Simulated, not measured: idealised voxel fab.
process module | voxel spacer lines
cross-section cut | 205 nm wide | cells 5 nm
A cross-section is a grid of square cells, given in bands from the top down. A band is one or more rows of cells.
Each band's line starts with the height of the band's top and of its bottom, in nm. Then come its materials from left to right, each with its width in nm. One material with "throughout" fills the band from edge to edge. "air" is empty space.
Height 0 is the level under which the wafer as received is all one material. The lowest band goes on downwards, as in "0 down".
A width such as "30 to 40" changes by the same amount from each row of cells to the next, from the band's top row to its bottom row.
"no change" after a step means that no cell of the cross-section changed.
closed voids: empty space of 8 cells or more with no open way to the top, each as width x height at its distance from the left edge, in nm
after a step's settings: what the simulator itself notes on the step
overlay nm, on a step with a mask: how far to the right of its planned place the mask lay; to the left if negative
plan
1 op RECEIVE | material Si
2 op CONFORMAL_DEP | material Al2O3 | thk nm 5
3 op DIRECTIONAL_DEP | material polySi | thk nm 20
4 op DIRECTIONAL_DEP | material aC | thk nm 20
5 op PATTERN | tone cover | mask id MANDREL | material resist | width nm 25 | pitch nm 70 | thk nm 30 | overlay nm 0
6 op DIRECTIONAL_ETCH | etch materials aC | depth nm 20
7 op STRIP | etch materials resist
8 op CONFORMAL_DEP | material SiN | thk nm 10
9 op DIRECTIONAL_ETCH | etch materials SiN | depth nm 10
10 op STRIP | etch materials aC
11 op DIRECTIONAL_ETCH | etch materials polySi | depth nm 20
12 op STRIP | etch materials SiN
13 op FILL_DEP | material SiO2 | thk nm 10
14 op CMP | height nm 25
as received, after step 1
  0 down: Si throughout
  closed voids: none
a wafer at the end: this start, this plan, one mistake
  25 to 20: Al2O3 throughout
  20 to 0: polySi throughout
  0 down: Si throughout
  closed voids: none
what went wrong: steps 2 and 3 were swapped
